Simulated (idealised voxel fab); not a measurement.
The process module presented herein is designated voxel transistor to metal.
Pictured: cross-section cut, 300 nm wide, on a grid of 5 nm square cells.
The cross-sections in this document take the form of a grid made of square cells. They are written out as bands, in order from top to bottom. Each band consists of one or more rows of cells. This entry defines a band. It first specifies the height of the band's top and the height of its bottom in nm, and then specifies the band's materials from left to right, stating each material with its width in nm. The word "everywhere" identifies a single material that fills the band from edge to edge, while the word "air" identifies empty space. The level at which height equals 0 is the one under which the wafer, as it arrives, is entirely one material. No lower edge exists for the bottom band, which continues downward and is notated as in "0 nm and below". Width "30..40": first value at the band's top row of cells, second value at its bottom row, equal change from row to row. Step note "same as before" = no cross-section cell changed. Internal closed voids: empty space of 8 cells or more with no open way to the top, each as width x height at its distance from the left edge, in nm. That trailing text on a step's line, after the settings, is the simulator's own remark on the step. overlay nm: on a step with a mask, how far right of its planned place the mask lay; negative means left. For the reader: what remains of this document is a series of pairs, each showing a cross-section before one process step and a cross-section after that step which reaches down only to the lowest band that changed, with the step between them and its settings set out under the pair. It should not be assumed that a pair continues from the pair above it; the pairs can come from different runs of this module on the same starting wafer, and such continuity exists only where the entry headed "Incoming structure" says so.

Incoming structure
* 100 nm to 90 nm | 40 aC | 15 air | 110 aC | 15 air | 120 aC
* 90 nm to 60 nm | 40 lowk | 15 air | 110 lowk | 15 air | 120 lowk
* 60 nm to 55 nm | SiCN everywhere
* 55 nm to 40 nm | 35 SiO2 | 5 SiN | 20 Ru | 5 SiN | 45 SiO2 | 5 SiN | 20 Ru | 5 SiN | 20 SiO2 | 5 SiN | 20 Ru | 5 SiN | 45 SiO2 | 5 SiN | 20 Ru | 5 SiN | 35 SiO2
* 40 nm to 35 nm | 40 SiN | 20 TiN | 55 SiN | 20 TiN | 30 SiN | 20 TiN | 55 SiN | 20 TiN | 40 SiN
* 35 nm to 25 nm | 40 SiO2 | 5 TiN | 10 Ru | 5 TiN | 55 SiO2 | 5 TiN | 10 Ru | 5 TiN | 30 SiO2 | 5 TiN | 10 Ru | 5 TiN | 55 SiO2 | 5 TiN | 10 Ru | 5 TiN | 40 SiO2
* 25 nm to 20 nm | 40 SiO2 | 5 TiN | 10 Ru | 5 TiN | 10 SiO2 | 5 SiN | 5 HfO2 | 5 TiN | 5 W | 5 TiN | 5 HfO2 | 5 SiN | 10 SiO2 | 5 TiN | 10 Ru | 5 TiN | 30 SiO2 | 5 TiN | 10 Ru | 5 TiN | 10 SiO2 | 5 SiN | 5 HfO2 | 5 TiN | 5 W | 5 TiN | 5 HfO2 | 5 SiN | 10 SiO2 | 5 TiN | 10 Ru | 5 TiN | 40 SiO2
* 20 nm to 15 nm | 40 SiO2 | 20 TiN | 10 SiO2 | 5 SiN | 5 HfO2 | 5 TiN | 5 W | 5 TiN | 5 HfO2 | 5 SiN | 10 SiO2 | 20 TiN | 30 SiO2 | 20 TiN | 10 SiO2 | 5 SiN | 5 HfO2 | 5 TiN | 5 W | 5 TiN | 5 HfO2 | 5 SiN | 10 SiO2 | 20 TiN | 40 SiO2
* 15 nm to 5 nm | 40 SiO2 | 10 TiN | 20 pSi | 5 SiN | 5 HfO2 | 5 TiN | 5 W | 5 TiN | 5 HfO2 | 5 SiN | 20 pSi | 10 TiN | 30 SiO2 | 10 TiN | 20 pSi | 5 SiN | 5 HfO2 | 5 TiN | 5 W | 5 TiN | 5 HfO2 | 5 SiN | 20 pSi | 10 TiN | 40 SiO2
* 5 nm to 0 nm | 20 SiO2 | 5 SiN | 10 SiO2 | 35 pSi | 5 SiN | 5 HfO2 | 15 TiN | 5 HfO2 | 5 SiN | 35 pSi | 20 SiO2 | 35 pSi | 5 SiN | 5 HfO2 | 15 TiN | 5 HfO2 | 5 SiN | 35 pSi | 10 SiO2 | 5 SiN | 20 SiO2
* 0 nm to -5 nm | 20 SiO2 | 5 SiN | 10 SiO2 | 5 SiN | 30 pSi | 35 HfO2 | 30 pSi | 5 SiN | 20 SiO2 | 5 SiN | 30 pSi | 35 HfO2 | 30 pSi | 5 SiN | 10 SiO2 | 5 SiN | 20 SiO2
* -5 nm to -10 nm | 20 SiO2 | 5 SiN | 10 SiO2 | 5 SiN | 5 SiO2 | 25 pSi | 35 Si | 25 pSi | 5 SiO2 | 5 SiN | 20 SiO2 | 5 SiN | 5 SiO2 | 25 pSi | 35 Si | 25 pSi | 5 SiO2 | 5 SiN | 10 SiO2 | 5 SiN | 20 SiO2
* -10 nm to -15 nm | 45 SiO2 | 25 pSi | 35 Si | 25 pSi | 40 SiO2 | 25 pSi | 35 Si | 25 pSi | 45 SiO2
* -15 nm to -20 nm | 40 SiO2 | 5 Si | 25 pSi | 35 Si | 25 pSi | 5 Si | 30 SiO2 | 5 Si | 25 pSi | 35 Si | 25 pSi | 5 Si | 40 SiO2
* -20 nm to -35 nm | 40 SiO2 | 95 Si | 30 SiO2 | 95 Si | 40 SiO2
* -35 nm and below | Si everywhere
* Internal closed voids: none

after
* 90 nm to 60 nm | 40 lowk | 15 air | 110 lowk | 15 air | 120 lowk
* No changes below 60.
* Internal closed voids: none
Process step (between the before and after cross-sections above): STRIP with etch materials aC

Incoming structure: The initial state for this step is given by the after cross-section of the immediately preceding pair.

after
* 110 nm to 90 nm | 40 resist | 20 air | 105 resist | 20 air | 115 resist
* No changes below 90.
* Internal closed voids: none
Process step (between the before and after cross-sections above): PATTERN with tone open, mask id METAL_2, material resist, width nm 20, pitch nm 125, thk nm 20, overlay nm 0

Incoming structure: The initial state for this step is given by the after cross-section of the immediately preceding pair.

after
* 110 nm to 90 nm | 40 resist | 20 air | 105 resist | 20 air | 115 resist
* 90 nm to 75 nm | 40 lowk | 20 air | 105 lowk | 20 air | 115 lowk
* No changes below 75.
* Internal closed voids: none
Process step (between the before and after cross-sections above): DIRECTIONAL_ETCH with etch materials lowk, depth nm 15

Incoming structure: The initial state for this step is given by the after cross-section of the immediately preceding pair.

after
* 110 nm to 90 nm | 40 resist | 20 air | 105 resist | 20 air | 115 resist
* 90 nm to 75 nm | 40 lowk | 20 air | 105 lowk | 20 air | 115 lowk
* 75 nm to 60 nm | 40 lowk | 15 air | 110 lowk | 15 air | 120 lowk
* 60 nm to 55 nm | 40 SiCN | 15 air | 110 SiCN | 15 air | 120 SiCN
* No changes below 55.
* Internal closed voids: none
Process step (between the before and after cross-sections above): DIRECTIONAL_ETCH with etch materials SiCN, depth nm 5

Incoming structure: The initial state for this step is given by the after cross-section of the immediately preceding pair.

after
* 90 nm to 75 nm | 40 lowk | 20 air | 105 lowk | 20 air | 115 lowk
* No changes below 75.
* Internal closed voids: none
Process step (between the before and after cross-sections above): STRIP with etch materials resist

Incoming structure: The initial state for this step is given by the after cross-section of the immediately preceding pair.

after
* 95 nm to 90 nm | 45 TiN | 10 air | 115 TiN | 10 air | 120 TiN
* 90 nm to 80 nm | 40 lowk | 5 TiN | 10 air | 5 TiN | 105 lowk | 5 TiN | 10 air | 5 TiN | 115 lowk
* 80 nm to 75 nm | 40 lowk | 5 TiN | 5 air | 10 TiN | 105 lowk | 5 TiN | 5 air | 10 TiN | 115 lowk
* 75 nm to 60 nm | 40 lowk | 5 TiN | 5 air | 5 TiN | 110 lowk | 5 TiN | 5 air | 5 TiN | 120 lowk
* 60 nm to 55 nm | 40 SiCN | 15 TiN | 110 SiCN | 15 TiN | 120 SiCN
* No changes below 55.
* Internal closed voids: none
Process step (between the before and after cross-sections above): CONFORMAL_DEP with material TiN, thk nm 5

Incoming structure: The initial state for this step is given by the after cross-section of the immediately preceding pair.

after
* 105 nm to 95 nm | Cu everywhere
* 95 nm to 90 nm | 45 TiN | 10 Cu | 115 TiN | 10 Cu | 120 TiN
* 90 nm to 80 nm | 40 lowk | 5 TiN | 10 Cu | 5 TiN | 105 lowk | 5 TiN | 10 Cu | 5 TiN | 115 lowk
* 80 nm to 75 nm | 40 lowk | 5 TiN | 5 Cu | 10 TiN | 105 lowk | 5 TiN | 5 Cu | 10 TiN | 115 lowk
* 75 nm to 60 nm | 40 lowk | 5 TiN | 5 Cu | 5 TiN | 110 lowk | 5 TiN | 5 Cu | 5 TiN | 120 lowk
* No changes below 60.
* Internal closed voids: none
Process step (between the before and after cross-sections above): FILL_DEP with material Cu, thk nm 10

Incoming structure: The initial state for this step is given by the after cross-section of the immediately preceding pair.

after
* 90 nm to 80 nm | 40 lowk | 5 TiN | 10 Cu | 5 TiN | 105 lowk | 5 TiN | 10 Cu | 5 TiN | 115 lowk
* No changes below 80.
* Internal closed voids: none
Process step (between the before and after cross-sections above): CMP with height nm 90

Incoming structure: The initial state for this step is given by the after cross-section of the immediately preceding pair.

after
* 95 nm to 90 nm | SiCN everywhere
* No changes below 90.
* Internal closed voids: none
Process step (between the before and after cross-sections above): CONFORMAL_DEP with material SiCN, thk nm 5

Incoming structure
* 105 nm to 95 nm | Cu everywhere
* 95 nm to 90 nm | 45 TiN | 10 Cu | 115 TiN | 10 Cu | 120 TiN
* 90 nm to 80 nm | 40 lowk | 5 TiN | 10 Cu | 5 TiN | 105 lowk | 5 TiN | 10 Cu | 5 TiN | 115 lowk
* 80 nm to 75 nm | 40 lowk | 5 TiN | 5 Cu | 10 TiN | 105 lowk | 5 TiN | 5 Cu | 10 TiN | 115 lowk
* 75 nm to 60 nm | 40 lowk | 5 TiN | 5 Cu | 5 TiN | 110 lowk | 5 TiN | 5 Cu | 5 TiN | 120 lowk
* 60 nm to 55 nm | 40 SiCN | 15 TiN | 110 SiCN | 15 TiN | 120 SiCN
* 55 nm to 40 nm | 35 SiO2 | 5 SiN | 20 Ru | 5 SiN | 45 SiO2 | 5 SiN | 20 Ru | 5 SiN | 20 SiO2 | 5 SiN | 20 Ru | 5 SiN | 45 SiO2 | 5 SiN | 20 Ru | 5 SiN | 35 SiO2
* 40 nm to 35 nm | 40 SiN | 20 TiN | 55 SiN | 20 TiN | 30 SiN | 20 TiN | 55 SiN | 20 TiN | 40 SiN
* 35 nm to 25 nm | 40 SiO2 | 5 TiN | 10 Ru | 5 TiN | 55 SiO2 | 5 TiN | 10 Ru | 5 TiN | 30 SiO2 | 5 TiN | 10 Ru | 5 TiN | 55 SiO2 | 5 TiN | 10 Ru | 5 TiN | 40 SiO2
* 25 nm to 20 nm | 40 SiO2 | 5 TiN | 10 Ru | 5 TiN | 10 SiO2 | 5 SiN | 5 HfO2 | 5 TiN | 5 W | 5 TiN | 5 HfO2 | 5 SiN | 10 SiO2 | 5 TiN | 10 Ru | 5 TiN | 30 SiO2 | 5 TiN | 10 Ru | 5 TiN | 10 SiO2 | 5 SiN | 5 HfO2 | 5 TiN | 5 W | 5 TiN | 5 HfO2 | 5 SiN | 10 SiO2 | 5 TiN | 10 Ru | 5 TiN | 40 SiO2
* 20 nm to 15 nm | 40 SiO2 | 20 TiN | 10 SiO2 | 5 SiN | 5 HfO2 | 5 TiN | 5 W | 5 TiN | 5 HfO2 | 5 SiN | 10 SiO2 | 20 TiN | 30 SiO2 | 20 TiN | 10 SiO2 | 5 SiN | 5 HfO2 | 5 TiN | 5 W | 5 TiN | 5 HfO2 | 5 SiN | 10 SiO2 | 20 TiN | 40 SiO2
* 15 nm to 5 nm | 40 SiO2 | 10 TiN | 20 pSi | 5 SiN | 5 HfO2 | 5 TiN | 5 W | 5 TiN | 5 HfO2 | 5 SiN | 20 pSi | 10 TiN | 30 SiO2 | 10 TiN | 20 pSi | 5 SiN | 5 HfO2 | 5 TiN | 5 W | 5 TiN | 5 HfO2 | 5 SiN | 20 pSi | 10 TiN | 40 SiO2
* 5 nm to 0 nm | 30 SiO2 | 5 SiN | 5 SiO2 | 10 TiN | 20 pSi | 5 SiN | 5 HfO2 | 15 TiN | 5 HfO2 | 5 SiN | 20 pSi | 10 TiN | 5 SiO2 | 5 SiN | 10 SiO2 | 5 SiN | 5 SiO2 | 10 TiN | 20 pSi | 5 SiN | 5 HfO2 | 15 TiN | 5 HfO2 | 5 SiN | 20 pSi | 10 TiN | 5 SiO2 | 5 SiN | 30 SiO2
* 0 nm to -5 nm | 35 SiO2 | 35 pSi | 35 HfO2 | 35 pSi | 20 SiO2 | 35 pSi | 35 HfO2 | 35 pSi | 35 SiO2
* -5 nm to -20 nm | 40 SiO2 | 30 pSi | 35 Si | 30 pSi | 30 SiO2 | 30 pSi | 35 Si | 30 pSi | 40 SiO2
* -20 nm to -35 nm | 40 SiO2 | 95 Si | 30 SiO2 | 95 Si | 40 SiO2
* -35 nm and below | Si everywhere
* Internal closed voids: none

after
* 85 nm to 75 nm | 40 lowk | 5 TiN | 10..5 Cu | 5..10 TiN | 105 lowk | 5 TiN | 10..5 Cu | 5..10 TiN | 115 lowk
* No changes below 75.
* Internal closed voids: none
Process step (between the before and after cross-sections above): CMP with height nm 85

Incoming structure: The initial state for this step is given by the after cross-section of the immediately preceding pair.

after
* 90 nm to 85 nm | SiCN everywhere
* No changes below 85.
* Internal closed voids: none
Process step (between the before and after cross-sections above): CONFORMAL_DEP with material SiCN, thk nm 5

Incoming structure
* 45 nm to 35 nm | aC everywhere
* 35 nm to 25 nm | SiO2 everywhere
* 25 nm to 15 nm | 70 SiO2 | 5 SiN | 5 HfO2 | 5 TiN | 5 W | 5 TiN | 5 HfO2 | 5 SiN | 90 SiO2 | 5 SiN | 5 HfO2 | 5 TiN | 5 W | 5 TiN | 5 HfO2 | 5 SiN | 70 SiO2
* 15 nm to 5 nm | 50 SiO2 | 20 pSi | 5 SiN | 5 HfO2 | 5 TiN | 5 W | 5 TiN | 5 HfO2 | 5 SiN | 20 pSi | 50 SiO2 | 20 pSi | 5 SiN | 5 HfO2 | 5 TiN | 5 W | 5 TiN | 5 HfO2 | 5 SiN | 20 pSi | 50 SiO2
* 5 nm to 0 nm | 30 SiO2 | 5 SiN | 15 SiO2 | 20 pSi | 5 SiN | 5 HfO2 | 15 TiN | 5 HfO2 | 5 SiN | 20 pSi | 15 SiO2 | 5 SiN | 10 SiO2 | 5 SiN | 15 SiO2 | 20 pSi | 5 SiN | 5 HfO2 | 15 TiN | 5 HfO2 | 5 SiN | 20 pSi | 15 SiO2 | 5 SiN | 30 SiO2
* 0 nm to -5 nm | 35 SiO2 | 35 pSi | 35 HfO2 | 35 pSi | 20 SiO2 | 35 pSi | 35 HfO2 | 35 pSi | 35 SiO2
* -5 nm to -20 nm | 40 SiO2 | 30 pSi | 35 Si | 30 pSi | 30 SiO2 | 30 pSi | 35 Si | 30 pSi | 40 SiO2
* -20 nm to -35 nm | 40 SiO2 | 95 Si | 30 SiO2 | 95 Si | 40 SiO2
* -35 nm and below | Si everywhere
* Internal closed voids: none

after
* 70 nm to 45 nm | 40 resist | 25 air | 50 resist | 25 air | 25 resist | 25 air | 50 resist | 25 air | 35 resist
* No changes below 45.
* Internal closed voids: none
Process step (between the before and after cross-sections above): PATTERN with tone open, mask id CONTACT, material resist, width nm 25, thk nm 25, overlay nm 0

Incoming structure: The initial state for this step is given by the after cross-section of the immediately preceding pair.

after
* 60 nm to 45 nm | 40 resist | 25 air | 50 resist | 25 air | 25 resist | 25 air | 50 resist | 25 air | 35 resist
* 45 nm to 35 nm | 40 aC | 25 air | 50 aC | 25 air | 25 aC | 25 air | 50 aC | 25 air | 35 aC
* No changes below 35.
* Internal closed voids: none
Process step (between the before and after cross-sections above): DIRECTIONAL_ETCH with etch materials aC, depth nm 10

Incoming structure: The initial state for this step is given by the after cross-section of the immediately preceding pair.

after
* 45 nm to 35 nm | 40 aC | 25 air | 50 aC | 25 air | 25 aC | 25 air | 50 aC | 25 air | 35 aC
* No changes below 35.
* Internal closed voids: none
Process step (between the before and after cross-sections above): STRIP with etch materials resist

Incoming structure: The initial state for this step is given by the after cross-section of the immediately preceding pair.

after
* 45 nm to 35 nm | 40 aC | 25 air | 50 aC | 25 air | 25 aC | 25 air | 50 aC | 25 air | 35 aC
* 35 nm to 25 nm | 40 SiO2 | 25 air | 50 SiO2 | 25 air | 25 SiO2 | 25 air | 50 SiO2 | 25 air | 35 SiO2
* 25 nm to 15 nm | 40 SiO2 | 25 air | 5 SiO2 | 5 SiN | 5 HfO2 | 5 TiN | 5 W | 5 TiN | 5 HfO2 | 5 SiN | 10 SiO2 | 25 air | 25 SiO2 | 25 air | 5 SiO2 | 5 SiN | 5 HfO2 | 5 TiN | 5 W | 5 TiN | 5 HfO2 | 5 SiN | 10 SiO2 | 25 air | 35 SiO2
* 15 nm to 5 nm | 40 SiO2 | 10 air | 20 pSi | 5 SiN | 5 HfO2 | 5 TiN | 5 W | 5 TiN | 5 HfO2 | 5 SiN | 20 pSi | 15 air | 25 SiO2 | 10 air | 20 pSi | 5 SiN | 5 HfO2 | 5 TiN | 5 W | 5 TiN | 5 HfO2 | 5 SiN | 20 pSi | 15 air | 35 SiO2
* 5 nm to 0 nm | 30 SiO2 | 5 SiN | 5 SiO2 | 10 air | 20 pSi | 5 SiN | 5 HfO2 | 15 TiN | 5 HfO2 | 5 SiN | 20 pSi | 15 air | 5 SiN | 10 SiO2 | 5 SiN | 5 SiO2 | 10 air | 20 pSi | 5 SiN | 5 HfO2 | 15 TiN | 5 HfO2 | 5 SiN | 20 pSi | 15 air | 5 SiN | 30 SiO2
* No changes below 0.
* Internal closed voids: none
Process step (between the before and after cross-sections above): DIRECTIONAL_ETCH with etch materials SiO2, depth nm 35

Incoming structure: The initial state for this step is given by the after cross-section of the immediately preceding pair.

after
* 35 nm to 25 nm | 40 SiO2 | 25 air | 50 SiO2 | 25 air | 25 SiO2 | 25 air | 50 SiO2 | 25 air | 35 SiO2
* No changes below 25.
* Internal closed voids: none
Process step (between the before and after cross-sections above): STRIP with etch materials aC

Incoming structure: The initial state for this step is given by the after cross-section of the immediately preceding pair.

after
* 40 nm to 35 nm | 45 TiN | 15 air | 60 TiN | 15 air | 35 TiN | 15 air | 60 TiN | 15 air | 40 TiN
* 35 nm to 25 nm | 40 SiO2 | 5 TiN | 15 air | 5 TiN | 50 SiO2 | 5 TiN | 15 air | 5 TiN | 25 SiO2 | 5 TiN | 15 air | 5 TiN | 50 SiO2 | 5 TiN | 15 air | 5 TiN | 35 SiO2
* 25 nm to 20 nm | 40 SiO2 | 5 TiN | 15 air | 5 TiN | 5 SiO2 | 5 SiN | 5 HfO2 | 5 TiN | 5 W | 5 TiN | 5 HfO2 | 5 SiN | 10 SiO2 | 5 TiN | 15 air | 5 TiN | 25 SiO2 | 5 TiN | 15 air | 5 TiN | 5 SiO2 | 5 SiN | 5 HfO2 | 5 TiN | 5 W | 5 TiN | 5 HfO2 | 5 SiN | 10 SiO2 | 5 TiN | 15 air | 5 TiN | 35 SiO2
* 20 nm to 15 nm | 40 SiO2 | 25 TiN | 5 SiO2 | 5 SiN | 5 HfO2 | 5 TiN | 5 W | 5 TiN | 5 HfO2 | 5 SiN | 10 SiO2 | 15 TiN | 5 air | 5 TiN | 25 SiO2 | 25 TiN | 5 SiO2 | 5 SiN | 5 HfO2 | 5 TiN | 5 W | 5 TiN | 5 HfO2 | 5 SiN | 10 SiO2 | 15 TiN | 5 air | 5 TiN | 35 SiO2
* 15 nm to 5 nm | 40 SiO2 | 10 TiN | 20 pSi | 5 SiN | 5 HfO2 | 5 TiN | 5 W | 5 TiN | 5 HfO2 | 5 SiN | 20 pSi | 5 TiN | 5 air | 5 TiN | 25 SiO2 | 10 TiN | 20 pSi | 5 SiN | 5 HfO2 | 5 TiN | 5 W | 5 TiN | 5 HfO2 | 5 SiN | 20 pSi | 5 TiN | 5 air | 5 TiN | 35 SiO2
* 5 nm to 0 nm | 30 SiO2 | 5 SiN | 5 SiO2 | 10 TiN | 20 pSi | 5 SiN | 5 HfO2 | 15 TiN | 5 HfO2 | 5 SiN | 20 pSi | 15 TiN | 5 SiN | 10 SiO2 | 5 SiN | 5 SiO2 | 10 TiN | 20 pSi | 5 SiN | 5 HfO2 | 15 TiN | 5 HfO2 | 5 SiN | 20 pSi | 15 TiN | 5 SiN | 30 SiO2
* No changes below 0.
* Internal closed voids: none
Process step (between the before and after cross-sections above): CONFORMAL_DEP with material TiN, thk nm 5

Incoming structure: The initial state for this step is given by the after cross-section of the immediately preceding pair.

after
* 50 nm to 40 nm | Ru everywhere
* 40 nm to 35 nm | 45 TiN | 15 Ru | 60 TiN | 15 Ru | 35 TiN | 15 Ru | 60 TiN | 15 Ru | 40 TiN
* 35 nm to 25 nm | 40 SiO2 | 5 TiN | 15 Ru | 5 TiN | 50 SiO2 | 5 TiN | 15 Ru | 5 TiN | 25 SiO2 | 5 TiN | 15 Ru | 5 TiN | 50 SiO2 | 5 TiN | 15 Ru | 5 TiN | 35 SiO2
* 25 nm to 20 nm | 40 SiO2 | 5 TiN | 15 Ru | 5 TiN | 5 SiO2 | 5 SiN | 5 HfO2 | 5 TiN | 5 W | 5 TiN | 5 HfO2 | 5 SiN | 10 SiO2 | 5 TiN | 15 Ru | 5 TiN | 25 SiO2 | 5 TiN | 15 Ru | 5 TiN | 5 SiO2 | 5 SiN | 5 HfO2 | 5 TiN | 5 W | 5 TiN | 5 HfO2 | 5 SiN | 10 SiO2 | 5 TiN | 15 Ru | 5 TiN | 35 SiO2
* 20 nm to 15 nm | 40 SiO2 | 25 TiN | 5 SiO2 | 5 SiN | 5 HfO2 | 5 TiN | 5 W | 5 TiN | 5 HfO2 | 5 SiN | 10 SiO2 | 15 TiN | 5 Ru | 5 TiN | 25 SiO2 | 25 TiN | 5 SiO2 | 5 SiN | 5 HfO2 | 5 TiN | 5 W | 5 TiN | 5 HfO2 | 5 SiN | 10 SiO2 | 15 TiN | 5 Ru | 5 TiN | 35 SiO2
* 15 nm to 5 nm | 40 SiO2 | 10 TiN | 20 pSi | 5 SiN | 5 HfO2 | 5 TiN | 5 W | 5 TiN | 5 HfO2 | 5 SiN | 20 pSi | 5 TiN | 5 Ru | 5 TiN | 25 SiO2 | 10 TiN | 20 pSi | 5 SiN | 5 HfO2 | 5 TiN | 5 W | 5 TiN | 5 HfO2 | 5 SiN | 20 pSi | 5 TiN | 5 Ru | 5 TiN | 35 SiO2
* No changes below 5.
* Internal closed voids: none
Process step (between the before and after cross-sections above): FILL_DEP with material Ru, thk nm 10

Incoming structure: The initial state for this step is given by the after cross-section of the immediately preceding pair.

after
* 35 nm to 25 nm | 40 SiO2 | 5 TiN | 15 Ru | 5 TiN | 50 SiO2 | 5 TiN | 15 Ru | 5 TiN | 25 SiO2 | 5 TiN | 15 Ru | 5 TiN | 50 SiO2 | 5 TiN | 15 Ru | 5 TiN | 35 SiO2
* No changes below 25.
* Internal closed voids: none
Process step (between the before and after cross-sections above): CMP with height nm 35

Incoming structure: The initial state for this step is given by the after cross-section of the immediately preceding pair.

after
* 40 nm to 35 nm | TiN everywhere
* No changes below 35.
* Internal closed voids: none
Process step (between the before and after cross-sections above): DIRECTIONAL_DEP with material TiN, thk nm 5

Incoming structure: The initial state for this step is given by the after cross-section of the immediately preceding pair.

after
* 55 nm to 40 nm | Ru everywhere
* No changes below 40.
* Internal closed voids: none
Process step (between the before and after cross-sections above): DIRECTIONAL_DEP with material Ru, thk nm 15

Incoming structure: The initial state for this step is given by the after cross-section of the immediately preceding pair.

after
* 55 nm to 40 nm | 40 air | 20 Ru | 55 air | 20 Ru | 30 air | 20 Ru | 55 air | 20 Ru | 40 air
* No changes below 40.
* Internal closed voids: none
Process step (between the before and after cross-sections above): MASKED_ETCH with tone cover, mask id METAL_1, width nm 20, etch materials Ru, depth nm 15, overlay nm 0

Incoming structure: The initial state for this step is given by the after cross-section of the immediately preceding pair.

after
* 55 nm to 40 nm | 40 air | 20 Ru | 55 air | 20 Ru | 30 air | 20 Ru | 55 air | 20 Ru | 40 air
* 40 nm to 35 nm | 40 air | 20 TiN | 55 air | 20 TiN | 30 air | 20 TiN | 55 air | 20 TiN | 40 air
* No changes below 35.
* Internal closed voids: none
Process step (between the before and after cross-sections above): MASKED_ETCH with tone cover, mask id METAL_1, width nm 20, etch materials TiN, depth nm 5, overlay nm 0

Incoming structure: The initial state for this step is given by the after cross-section of the immediately preceding pair.

after
* 60 nm to 55 nm | 35 air | 30 SiN | 45 air | 30 SiN | 20 air | 30 SiN | 45 air | 30 SiN | 35 air
* 55 nm to 40 nm | 35 air | 5 SiN | 20 Ru | 5 SiN | 45 air | 5 SiN | 20 Ru | 5 SiN | 20 air | 5 SiN | 20 Ru | 5 SiN | 45 air | 5 SiN | 20 Ru | 5 SiN | 35 air
* 40 nm to 35 nm | 40 SiN | 20 TiN | 55 SiN | 20 TiN | 30 SiN | 20 TiN | 55 SiN | 20 TiN | 40 SiN
* No changes below 35.
* Internal closed voids: none
Process step (between the before and after cross-sections above): CONFORMAL_DEP with material SiN, thk nm 5

Incoming structure: The initial state for this step is given by the after cross-section of the immediately preceding pair.

after
* 70 nm to 60 nm | SiO2 everywhere
* 60 nm to 55 nm | 35 SiO2 | 30 SiN | 45 SiO2 | 30 SiN | 20 SiO2 | 30 SiN | 45 SiO2 | 30 SiN | 35 SiO2
* 55 nm to 40 nm | 35 SiO2 | 5 SiN | 20 Ru | 5 SiN | 45 SiO2 | 5 SiN | 20 Ru | 5 SiN | 20 SiO2 | 5 SiN | 20 Ru | 5 SiN | 45 SiO2 | 5 SiN | 20 Ru | 5 SiN | 35 SiO2
* No changes below 40.
* Internal closed voids: none
Process step (between the before and after cross-sections above): FILL_DEP with material SiO2, thk nm 10

Incoming structure: The initial state for this step is given by the after cross-section of the immediately preceding pair.

after
* 55 nm to 40 nm | 35 SiO2 | 5 SiN | 20 Ru | 5 SiN | 45 SiO2 | 5 SiN | 20 Ru | 5 SiN | 20 SiO2 | 5 SiN | 20 Ru | 5 SiN | 45 SiO2 | 5 SiN | 20 Ru | 5 SiN | 35 SiO2
* No changes below 40.
* Internal closed voids: none
Process step (between the before and after cross-sections above): CMP with height nm 55

Incoming structure: The initial state for this step is given by the after cross-section of the immediately preceding pair.

after
* 60 nm to 55 nm | SiCN everywhere
* No changes below 55.
* Internal closed voids: none
Process step (between the before and after cross-sections above): CONFORMAL_DEP with material SiCN, thk nm 5

Incoming structure: The initial state for this step is given by the after cross-section of the immediately preceding pair.

after
* 90 nm to 60 nm | lowk everywhere
* No changes below 60.
* Internal closed voids: none
Process step (between the before and after cross-sections above): DIRECTIONAL_DEP with material lowk, thk nm 30

Incoming structure: The initial state for this step is given by the after cross-section of the immediately preceding pair.

after
* 100 nm to 90 nm | aC everywhere
* No changes below 90.
* Internal closed voids: none
Process step (between the before and after cross-sections above): DIRECTIONAL_DEP with material aC, thk nm 10

Incoming structure: The initial state for this step is given by the after cross-section of the immediately preceding pair.

after
* 130 nm to 100 nm | 40 resist | 15 air | 110 resist | 15 air | 120 resist
* No changes below 100.
* Internal closed voids: none
Process step (between the before and after cross-sections above): PATTERN with tone open, mask id METAL_2_HOLES, material resist, width nm 15, pitch nm 125, thk nm 30, overlay nm 0

Incoming structure: The initial state for this step is given by the after cross-section of the immediately preceding pair.

after
* 120 nm to 100 nm | 40 resist | 15 air | 110 resist | 15 air | 120 resist
* 100 nm to 90 nm | 40 aC | 15 air | 110 aC | 15 air | 120 aC
* No changes below 90.
* Internal closed voids: none
Process step (between the before and after cross-sections above): DIRECTIONAL_ETCH with etch materials aC, depth nm 10

Incoming structure: The initial state for this step is given by the after cross-section of the immediately preceding pair.

after
* 100 nm to 90 nm | 40 aC | 15 air | 110 aC | 15 air | 120 aC
* No changes below 90.
* Internal closed voids: none
Process step (between the before and after cross-sections above): STRIP with etch materials resist

Incoming structure: The initial state for this step is given by the after cross-section of the immediately preceding pair.

after
* 100 nm to 90 nm | 40 aC | 15 air | 110 aC | 15 air | 120 aC
* 90 nm to 60 nm | 40 lowk | 15 air | 110 lowk | 15 air | 120 lowk
* No changes below 60.
* Internal closed voids: none
Process step (between the before and after cross-sections above): DIRECTIONAL_ETCH with etch materials lowk, depth nm 30

Incoming structure: The initial state for this step is given by the after cross-section of the immediately preceding pair.

after
* 90 nm to 60 nm | 40 lowk | 15 air | 110 lowk | 15 air | 120 lowk
* No changes below 60.
* Internal closed voids: none
Process step (between the before and after cross-sections above): STRIP with etch materials aC

Incoming structure: The initial state for this step is given by the after cross-section of the immediately preceding pair.

after
* 110 nm to 90 nm | 40 resist | 20 air | 105 resist | 20 air | 115 resist
* No changes below 90.
* Internal closed voids: none
Process step (between the before and after cross-sections above): PATTERN with tone open, mask id METAL_2, material resist, width nm 20, pitch nm 125, thk nm 20, overlay nm 0

Incoming structure: The initial state for this step is given by the after cross-section of the immediately preceding pair.

after
* 110 nm to 90 nm | 40 resist | 20 air | 105 resist | 20 air | 115 resist
* 90 nm to 75 nm | 40 lowk | 20 air | 105 lowk | 20 air | 115 lowk
* No changes below 75.
* Internal closed voids: none
Process step (between the before and after cross-sections above): DIRECTIONAL_ETCH with etch materials lowk, depth nm 15

Incoming structure: The initial state for this step is given by the after cross-section of the immediately preceding pair.

after
* 110 nm to 90 nm | 40 resist | 20 air | 105 resist | 20 air | 115 resist
* 90 nm to 75 nm | 40 lowk | 20 air | 105 lowk | 20 air | 115 lowk
* 75 nm to 60 nm | 40 lowk | 15 air | 110 lowk | 15 air | 120 lowk
* 60 nm to 55 nm | 40 SiCN | 15 air | 110 SiCN | 15 air | 120 SiCN
* No changes below 55.
* Internal closed voids: none
Process step (between the before and after cross-sections above): DIRECTIONAL_ETCH with etch materials SiCN, depth nm 5

Incoming structure: The initial state for this step is given by the after cross-section of the immediately preceding pair.

after
* 90 nm to 75 nm | 40 lowk | 20 air | 105 lowk | 20 air | 115 lowk
* No changes below 75.
* Internal closed voids: none
Process step (between the before and after cross-sections above): STRIP with etch materials resist
